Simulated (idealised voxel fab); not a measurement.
Module name: voxel ribs on slabs (process module)
Cross-section cut spans 235 nm and uses square cells 5 nm in size.
When this document writes out a cross-section, it uses a grid of square cells and lists it as bands, beginning at the top and moving down, with a band standing for one or more rows of cells.
The band entry comprises the height of the band's top followed by the height of its bottom, expressed in nm, and subsequently the band's materials from left to right, each stated together with its width in nm. Where a single material is marked with the word "full width", that material fills the band from edge to edge. The word "blank" represents empty space.
A quick word on heights: they are counted from 0, and under that level the wafer as it came to us is one material throughout. The lowest band is different from the rest in having no bottom; it simply continues downward, written as in "0 -> down".
The width entry "30->40" should be interpreted row by row: the top row of cells in the band takes the first number, the bottom row takes the second number, and the change between adjacent rows is uniform throughout.
Where the words "no alterations made" appear for a step, the cross-section shows no cell changed by that step; every cell remained as before.
"Sealed voids" lists enclosed empty spaces (at least 8 cells, no open path upward to the top), each as width x height at distance from the left edge, in nm.
Heads up: the bit after the settings on a step's line is the simulator's remark on that step.
overlay nm: how far to the right of its planned place the mask lay on this masked step (negative: to the left).
### The following list gives the planned process steps
1. RECEIVE: material Si
2. DIRECTIONAL_DEP: material SiO2, thk nm 30
3. DIRECTIONAL_DEP: material SiN, thk nm 20
4. PATTERN: tone cover, mask id RIB, material resist, width nm 20, thk nm 20, overlay nm 0
5. DIRECTIONAL_ETCH: etch materials SiN, depth nm 10
6. STRIP: etch materials resist
7. PATTERN: tone cover, mask id SLAB, material resist, width nm 50, thk nm 20, overlay nm 0
8. DIRECTIONAL_ETCH: etch materials SiN, depth nm 10
9. STRIP: etch materials resist
10. FILL_DEP: material SiO2, thk nm 15
11. CMP: height nm 60
12. DIRECTIONAL_DEP: material TiN, thk nm 10
13. DIRECTIONAL_DEP: material aC, thk nm 10
14. PATTERN: tone cover, mask id HEATER, material resist, width nm 30, thk nm 30, overlay nm -15
15. DIRECTIONAL_ETCH: etch materials aC, depth nm 10
16. STRIP: etch materials resist
17. DIRECTIONAL_ETCH: etch materials TiN, depth nm 10
18. STRIP: etch materials aC
19. CONFORMAL_DEP: material SiN, thk nm 5
All wafers enter the flow in the same state. The overlay nm at step 14 differs from wafer to wafer, and the plan gives the value for the first wafer.
### The first of several wafers, as received after step 1, seen in section
0 -> down: Si full width
Sealed voids: none
### Post step 19, the closing step of the module: first of several wafers, cross-sectioned
75 -> 70: blank (80) | SiN (40) | blank (115)
70 -> 65: blank (80) | SiN (5) | TiN (30) | SiN (5) | blank (115)
65 -> 60: SiN (85) | TiN (30) | SiN (120)
60 -> 50: SiO2 full width
50 -> 40: SiO2 (105) | SiN (20) | SiO2 (110)
40 -> 30: SiO2 (90) | SiN (50) | SiO2 (95)
30 -> 0: SiO2 full width
0 -> down: Si full width
Sealed voids: none
### Last wafer x-sec, end of module
75 -> 70: blank (110) | SiN (40) | blank (85)
70 -> 65: blank (110) | SiN (5) | TiN (30) | SiN (5) | blank (85)
65 -> 60: SiN (115) | TiN (30) | SiN (90)
60 -> 50: SiO2 full width
50 -> 40: SiO2 (105) | SiN (20) | SiO2 (110)
40 -> 30: SiO2 (90) | SiN (50) | SiO2 (95)
30 -> 0: SiO2 full width
0 -> down: Si full width
Sealed voids: none
### each wafer at the end: cells of each material gained (+) or lost (-) since it was received, then its closed voids
overlay nm -15 | +79 SiN | +536 SiO2 | +12 TiN | Sealed voids: none
overlay nm -10 | +79 SiN | +536 SiO2 | +12 TiN | Sealed voids: none
overlay nm -5 | +79 SiN | +536 SiO2 | +12 TiN | Sealed voids: none
overlay nm 0 | +79 SiN | +536 SiO2 | +12 TiN | Sealed voids: none
overlay nm 5 | +79 SiN | +536 SiO2 | +12 TiN | Sealed voids: none
overlay nm 10 | +79 SiN | +536 SiO2 | +12 TiN | Sealed voids: none
overlay nm 15 | +79 SiN | +536 SiO2 | +12 TiN | Sealed voids: none
